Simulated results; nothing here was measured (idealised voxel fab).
process module | voxel capacitor over wiring
cross-section cut | 215 nm wide | cells 5 nm
A cross-section is a grid of square cells, given in bands from the top down. A band is one or more rows of cells.
Each band's line starts with the height of the band's top and of its bottom, in nm. Then come its materials from left to right, each with its width in nm. One material with "throughout" fills the band from edge to edge. "air" is empty space.
Height 0 is the level under which the wafer as received is all one material. The lowest band goes on downwards, as in "0 down".
A width such as "30 to 40" changes by the same amount from each row of cells to the next, from the band's top row to its bottom row.
"no change" after a step means that no cell of the cross-section changed.
closed voids: empty space of 8 cells or more with no open way to the top, each as width x height at its distance from the left edge, in nm
after a step's settings: what the simulator itself notes on the step
overlay nm, on a step with a mask: how far to the right of its planned place the mask lay; to the left if negative
plan
1 op RECEIVE | material Si
2 op CONFORMAL_DEP | material SiO2 | thk nm 10
3 op DIRECTIONAL_DEP | material TiN | thk nm 5
4 op DIRECTIONAL_DEP | material W | thk nm 15
5 op PATTERN | tone cover | mask id METAL_1 | material resist | width nm 25 | pitch nm 95 | thk nm 20 | overlay nm 0
6 op DIRECTIONAL_ETCH | etch materials W | depth nm 15
7 op DIRECTIONAL_ETCH | etch materials TiN | depth nm 5
8 op STRIP | etch materials resist
9 op CONFORMAL_DEP | material SiN | thk nm 5
10 op FILL_DEP | material lowk | thk nm 5
11 op CMP | height nm 30
12 op CONFORMAL_DEP | material SiCN | thk nm 5
13 op DIRECTIONAL_DEP | material lowk | thk nm 10
14 op PATTERN | tone open | mask id PLUG_1 | material resist | width nm 15 | thk nm 20 | overlay nm 0
15 op DIRECTIONAL_ETCH | etch materials lowk | depth nm 10
16 op DIRECTIONAL_ETCH | etch materials SiCN | depth nm 5
17 op STRIP | etch materials resist
18 op CONFORMAL_DEP | material TiN | thk nm 5
19 op FILL_DEP | material Ru | thk nm 10
20 op CMP | height nm 45
21 op DIRECTIONAL_DEP | material TiN | thk nm 10
22 op DIRECTIONAL_DEP | material SiN | thk nm 5
23 op DIRECTIONAL_DEP | material TiN | thk nm 5
24 op MASKED_ETCH | tone cover | mask id UPPER_PLATE | width nm 75 | etch materials TiN | depth nm 5 | overlay nm 0
25 op MASKED_ETCH | tone cover | mask id UPPER_PLATE | width nm 75 | etch materials SiN | depth nm 5 | overlay nm 0
26 op DIRECTIONAL_DEP | material aC | thk nm 10
27 op PATTERN | tone cover | mask id LOWER_PLATE | material resist | width nm 85 | thk nm 30 | overlay nm 0
28 op DIRECTIONAL_ETCH | etch materials aC | depth nm 10
29 op STRIP | etch materials resist
30 op DIRECTIONAL_ETCH | etch materials TiN | depth nm 10
31 op STRIP | etch materials aC
32 op FILL_DEP | material SiO2 | thk nm 15
33 op CMP | height nm 75
34 op PATTERN | tone open | mask id PLUG_2 | material resist | width nm 15 | thk nm 20 | overlay nm 0
35 op DIRECTIONAL_ETCH | etch materials SiO2 | depth nm 10
36 op STRIP | etch materials resist
37 op CONFORMAL_DEP | material TiN | thk nm 5
38 op FILL_DEP | material Ru | thk nm 5
39 op CMP | height nm 75
40 op CONFORMAL_DEP | material SiCN | thk nm 5
as received, after step 1
  0 down: Si throughout
  closed voids: none
first wafer at the end, as planned
  80 to 75: SiCN throughout
  75 to 70: SiO2 65 | TiN 5 | Ru 5 | TiN 5 | SiO2 135
  70 to 60: SiO2 65 to 55 | TiN 15 to 75 | SiO2 135 to 85
  60 to 55: SiO2 55 | SiN 75 | SiO2 85
  55 to 45: SiO2 50 | TiN 85 | SiO2 80
  45 to 35: lowk 55 | TiN 5 | Ru 5 | TiN 5 | lowk 145
  35 to 30: SiCN 55 | TiN 15 | SiCN 145
  30 to 15: lowk 40 | SiN 5 | W 25 | SiN 5 | lowk 60 | SiN 5 | W 25 | SiN 5 | lowk 45
  15 to 10: SiN 45 | TiN 25 | SiN 70 | TiN 25 | SiN 50
  10 to 0: SiO2 throughout
  0 down: Si throughout
  closed voids: none
second wafer at the end: like start, like plan, one mistake
  80 to 75: SiCN throughout
  75 to 70: SiO2 65 | TiN 5 | Ru 5 | TiN 5 | SiO2 135
  70 to 60: SiO2 65 to 55 | TiN 15 to 75 | SiO2 135 to 85
  60 to 55: SiO2 55 | SiN 75 | SiO2 85
  55 to 45: SiO2 50 | TiN 85 | SiO2 80
  45 to 40: SiCN 55 | TiN 15 | SiCN 145
  40 to 30: lowk throughout
  30 to 15: lowk 40 | SiN 5 | W 25 | SiN 5 | lowk 60 | SiN 5 | W 25 | SiN 5 | lowk 45
  15 to 10: SiN 45 | TiN 25 | SiN 70 | TiN 25 | SiN 50
  10 to 0: SiO2 throughout
  0 down: Si throughout
  closed voids: none
what went wrong: steps 12 and 13 were swapped
at the end the second wafer has, in cells: 2 fewer of Ru | 4 fewer of TiN | 6 more of lowk
